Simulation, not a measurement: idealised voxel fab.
Title: Process Module voxel tone inversion
FYI the section here is cut, 250 nm wide, cells are 5 nm squares.
The cross-sections in this document take the form of a grid made of square cells. They are written out as bands, in order from top to bottom. Each band consists of one or more rows of cells. Heads up on the band format: heights come first, top then bottom, in nm. After that it's the materials left to right, each with its width in nm. A single material flagged "everywhere" fills the whole band edge to edge, and "blank" means there's empty space there. Heights are expressed relative to 0, this being the level below which the as-received wafer comprises one material exclusively. The lowest band is unbounded in the downward direction and is denoted as in "top 0, no bottom". The notation "30->40" denotes a width that varies across the rows of cells in the band, beginning at the first number in the top row, finishing at the second number in the bottom row, and changing by an identical amount from each row to the next. The cross-section has no changed cell in any step marked "left unchanged". Voids not open to the top, 8 cells minimum: see "Voids lacking openings". Written width x height at distance; distance is from the left edge; nm. Post-settings text on a step line: simulator's own remark regarding the step. overlay nm: right-of-plan distance of the mask on a masked step; negative values mean left-of-plan.

-- Process steps - plan
1: RECEIVE: material Si
2: CONFORMAL_DEP: material SiN, thk nm 5
3: DIRECTIONAL_DEP: material aC, thk nm 20
4: PATTERN: tone cover, mask id POSTS, material resist, width nm 15, pitch nm 45, thk nm 30, overlay nm 0
5: DIRECTIONAL_ETCH: etch materials aC, depth nm 20
6: STRIP: etch materials resist
7: FILL_DEP: material SiO2, thk nm 5
8: CMP: height nm 25
9: STRIP: etch materials aC
10: CONFORMAL_DEP: material TiN, thk nm 5
11: FILL_DEP: material W, thk nm 5
12: CMP: height nm 25
13: CONFORMAL_DEP: material SiCN, thk nm 5
Quick note for whoever runs this: the wafers start identical, but the width nm at step 4 isn't the same across them. The plan just shows what the first wafer had.

-- As received, i.e. after step 1: cross-section through the first of several wafers
    top 0, no bottom = Si everywhere
    Voids lacking openings: none

-- Per wafer, end of module: cells gained (+) or lost (-) per material since receipt, then closed voids
width nm 15 | +50 SiCN | +50 SiN | +176 SiO2 | +18 TiN | +6 W | Voids lacking openings: none
width nm 20 | +50 SiCN | +50 SiN | +168 SiO2 | +20 TiN | +12 W | Voids lacking openings: none
width nm 25 | +50 SiCN | +50 SiN | +160 SiO2 | +22 TiN | +18 W | Voids lacking openings: none
width nm 30 | +50 SiCN | +50 SiN | +152 SiO2 | +24 TiN | +24 W | Voids lacking openings: none
